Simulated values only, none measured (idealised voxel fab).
Presented below is a process module, voxel capacitor over wiring.
Displayed cross-section: cut, width of 295 nm, square cells sized 5 nm.
In what follows, cross-sections appear as grids of square cells, described through bands that run from the top down, where every band is one or more rows of cells.
The entry gives the band's vertical extent as a top height and a bottom height in nm, then its horizontal make-up as materials from left to right, each with a width in nm. "blank" stands for empty space; a single material marked "all across" fills the band edge to edge.
Where do heights start? At 0: under that level the wafer as delivered is made of one material only. And the lowest band has no floor; it just carries on downward, as in "0 -> down".
Per-row width for "30->40": begins at first number (top row of band), ends at second number (bottom row), increment between rows held constant.
The designation "nothing got changed", where it is given for a processing step, indicates that no cell of the cross-section was altered in the course of that step.
Voids not open to the top, 8 cells minimum: see "Listed closed voids". Written width x height at distance; distance is from the left edge; nm.
after a step's settings: what the simulator itself notes on the step
Steps that use a mask can have "overlay nm" on their line. It says how far the mask sat to the right of where it was meant to be. Negative means to the left.

**Steps planned for the process**
1,RECEIVE | material Si
2,CONFORMAL_DEP | material SiO2 | thk nm 10
3,DIRECTIONAL_DEP | material TiN | thk nm 5
4,DIRECTIONAL_DEP | material Ru | thk nm 20
5,PATTERN | tone cover | mask id METAL_1 | material resist | width nm 20 | pitch nm 80 | thk nm 15 | overlay nm 0
6,DIRECTIONAL_ETCH | etch materials Ru | depth nm 20
7,DIRECTIONAL_ETCH | etch materials TiN | depth nm 5
8,STRIP | etch materials resist
9,CONFORMAL_DEP | material SiN | thk nm 5
10,FILL_DEP | material SiO2 | thk nm 10
11,CMP | height nm 35
12,CONFORMAL_DEP | material SiCN | thk nm 5
13,DIRECTIONAL_DEP | material SiO2 | thk nm 20
14,MASKED_ETCH | tone open | mask id PLUG_1 | width nm 15 | etch materials SiO2 | depth nm 20 | overlay nm 0
15,MASKED_ETCH | tone open | mask id PLUG_1 | width nm 15 | etch materials SiCN | depth nm 5 | overlay nm 0
16,CONFORMAL_DEP | material TiN | thk nm 5
17,FILL_DEP | material W | thk nm 10
18,CMP | height nm 60
19,DIRECTIONAL_DEP | material TiN | thk nm 5
20,DIRECTIONAL_DEP | material Al2O3 | thk nm 5
21,DIRECTIONAL_DEP | material TiN | thk nm 5
22,MASKED_ETCH | tone cover | mask id UPPER_PLATE | width nm 65 | etch materials TiN | depth nm 5 | overlay nm 0
23,MASKED_ETCH | tone cover | mask id UPPER_PLATE | width nm 65 | etch materials Al2O3 | depth nm 5 | overlay nm 0
24,PATTERN | tone cover | mask id LOWER_PLATE | material resist | width nm 75 | thk nm 20 | overlay nm 0
25,DIRECTIONAL_ETCH | etch materials TiN | depth nm 5
26,STRIP | etch materials resist
27,FILL_DEP | material SiO2 | thk nm 20
28,CMP | height nm 90
29,PATTERN | tone open | mask id PLUG_2 | material resist | width nm 15 | thk nm 20 | overlay nm 0
30,DIRECTIONAL_ETCH | etch materials SiO2 | depth nm 15
31,STRIP | etch materials resist
32,CONFORMAL_DEP | material TiN | thk nm 5
33,FILL_DEP | material Ru | thk nm 10
34,CMP | height nm 90
35,CONFORMAL_DEP | material SiCN | thk nm 5

**Incoming wafer, cross-sectional view, post step 1**
0 -> down | Si all across
Listed closed voids: none

**Cross-sectional view of the first of the two wafers upon completion of the module, processed in accordance with the plan**
95 -> 90 | SiCN all across
90 -> 80 | SiO2 (110), TiN (5), Ru (5), TiN (5), SiO2 (170)
80 -> 70 | SiO2 (110->100), TiN (15->65), SiO2 (170->130)
70 -> 65 | SiO2 (100), Al2O3 (65), SiO2 (130)
65 -> 60 | SiO2 (95), TiN (75), SiO2 (125)
60 -> 40 | SiO2 (100), TiN (5), W (5), TiN (5), SiO2 (180)
40 -> 35 | SiCN (100), TiN (15), SiCN (180)
35 -> 15 | SiO2 (90), SiN (5), Ru (20), SiN (5), SiO2 (50), SiN (5), Ru (20), SiN (5), SiO2 (95)
15 -> 10 | SiN (95), TiN (20), SiN (60), TiN (20), SiN (100)
10 -> 0 | SiO2 all across
0 -> down | Si all across
Listed closed voids: none

**Wafer two, end of module, cross-section. Same start, same plan as wafer one. One mistake in the run**
95 -> 90 | SiCN all across
90 -> 80 | SiO2 (110), TiN (5), Ru (5), TiN (5), SiO2 (170)
80 -> 70 | SiO2 (110->100), TiN (15->65), SiO2 (170->130)
70 -> 65 | SiO2 (100), Al2O3 (65), SiO2 (130)
65 -> 60 | SiO2 (95), TiN (75), SiO2 (125)
60 -> 40 | SiO2 (100), TiN (5), W (5), TiN (5), SiO2 (180)
40 -> 35 | SiCN (100), TiN (15), SiCN (180)
35 -> 15 | SiCN all across
15 -> 10 | TiN all across
10 -> 0 | SiO2 all across
0 -> down | Si all across
Listed closed voids: none
what went wrong: off-plan run, step 4, actual operation and settings DIRECTIONAL_DEP | material SiCN | thk nm 20
Final tally in cells, some materials are higher or lower on the second wafer than on the first: Ru: 32 fewer; SiCN: 236 more; SiN: 67 fewer; SiO2: 188 fewer; TiN: 51 more
